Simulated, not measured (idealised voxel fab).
The name of this process module is voxel gate over fins.
300 nm wide, 5 nm square cells: that's cross-section cut.
Reading order for cross-sections: top band down to bottom band. Underlying form: a grid of square cells. Band size: one or more rows of cells. Band: top height; bottom height; in nm. Then, left to right: material with width in nm, for each material. "edge to edge": a single material spanning edge to edge. "blank": empty space. For the purposes of this specification, 0 denotes the height below which the wafer in its as-received condition is composed wholly of one material, and the lowermost band, lacking a lower limit, extends downward without end, as expressed in "from 0 down". A two-number width, for instance "30..40", indicates that the width is equal to the first number in the top row of the band and to the second number in the bottom row, and that it changes by a constant amount per row of cells. A step reported as "no alteration" is a step in which no cell of the cross-section changed. For the entry "Closed voids list", the listed items are empty spaces with no open way to the top whose size is 8 cells or more; each item follows the pattern width x height at distance, where distance is from the left edge and all three are in nm. Where a step's line continues beyond its settings, the continuation is a remark by the simulator itself on that step. Each step line may optionally specify "overlay nm", which for a step with a mask gives the rightward distance between the mask's planned place and where it lay, a negative value indicating the leftward direction.
The following list gives the planned process steps:
1. RECEIVE, material Si
2. CONFORMAL_DEP, material SiN, thk nm 10
3. PATTERN, tone cover, mask id FINS, material resist, width nm 15, pitch nm 45, thk nm 20, overlay nm 0
4. DIRECTIONAL_ETCH, etch materials SiN, depth nm 10
5. DIRECTIONAL_ETCH, etch materials Si, depth nm 40
6. STRIP, etch materials resist
7. OXIDIZE, depth nm 5
8. FILL_DEP, material SiO2, thk nm 5
9. CMP, height nm 10
10. SELECTIVE_ETCH, etch materials SiO2, depth nm 20
11. STRIP, etch materials SiN
12. CONFORMAL_DEP, material HfO2, thk nm 5
13. CONFORMAL_DEP, material TiN, thk nm 5
14. CONFORMAL_DEP, material TiAl, thk nm 5
15. CONFORMAL_DEP, material TiN, thk nm 5
16. FILL_DEP, material W, thk nm 10
17. CMP, height nm 25
18. CONFORMAL_DEP, material SiN, thk nm 5
Wafer as received: cross-section following step 1:
	from 0 down  Si edge to edge
	Closed voids list: none
End-of-module cross-section of the first of two wafers, processed as planned:
	from 30 to 25  SiN edge to edge
	from 25 to 20  W edge to edge
	from 20 to 15  W=105, then TiN=90, then W=105
	from 15 to 10  W=105, then TiN=5, then TiAl=35, then TiN=10, then TiAl=35, then TiN=5, then W=105
	from 10 to 5  TiN=110, then TiAl=5, then TiN=25, then TiAl=5, then TiN=10, then TiAl=5, then TiN=25, then TiAl=5, then TiN=110
	from 5 to 0  TiAl=115, then TiN=5, then HfO2=15, then TiN=5, then TiAl=20, then TiN=5, then HfO2=15, then TiN=5, then TiAl=115
	from 0 to -5  TiN=120, then HfO2=5, then Si=5, then HfO2=5, then TiN=30, then HfO2=5, then Si=5, then HfO2=5, then TiN=120
	from -5 to -10  HfO2=125, then Si=5, then HfO2=40, then Si=5, then HfO2=125
	from -10 to -45  SiO2=125, then Si=5, then SiO2=40, then Si=5, then SiO2=125
	from -45 down  Si edge to edge
	Closed voids list: none
Second wafer of the two, sectioned at the end of the module. It began like the first and followed the same plan, but one mistake was made while running it:
	from 30 to 25  SiN edge to edge
	from 25 to 20  W edge to edge
	from 20 to 15  TiN edge to edge
	from 15 to 10  TiAl edge to edge
	from 10 to 5  TiN=125, then TiAl=5, then TiN=40, then TiAl=5, then TiN=125
	from 5 to 0  HfO2=120, then TiN=5, then TiAl=5, then TiN=5, then HfO2=30, then TiN=5, then TiAl=5, then TiN=5, then HfO2=120
	from 0 to -5  Si=115, then HfO2=5, then TiN=15, then HfO2=5, then Si=20, then HfO2=5, then TiN=15, then HfO2=5, then Si=115
	from -5 to -10  Si=115, then HfO2=25, then Si=20, then HfO2=25, then Si=115
	from -10 to -45  Si=115, then SiO2=25, then Si=20, then SiO2=25, then Si=115
	from -45 down  Si edge to edge
	Closed voids list: none
Deviation from plan: in deviation from the planned setting, step 3 was conducted as PATTERN, tone open, mask id FINS, material resist, width nm 15, pitch nm 45, thk nm 20, overlay nm 0
Final wafer comparison in cells, second versus first, more or fewer per material: 432 more of Si; 336 fewer of SiO2; 4 fewer of TiAl; 8 fewer of TiN; 84 fewer of W
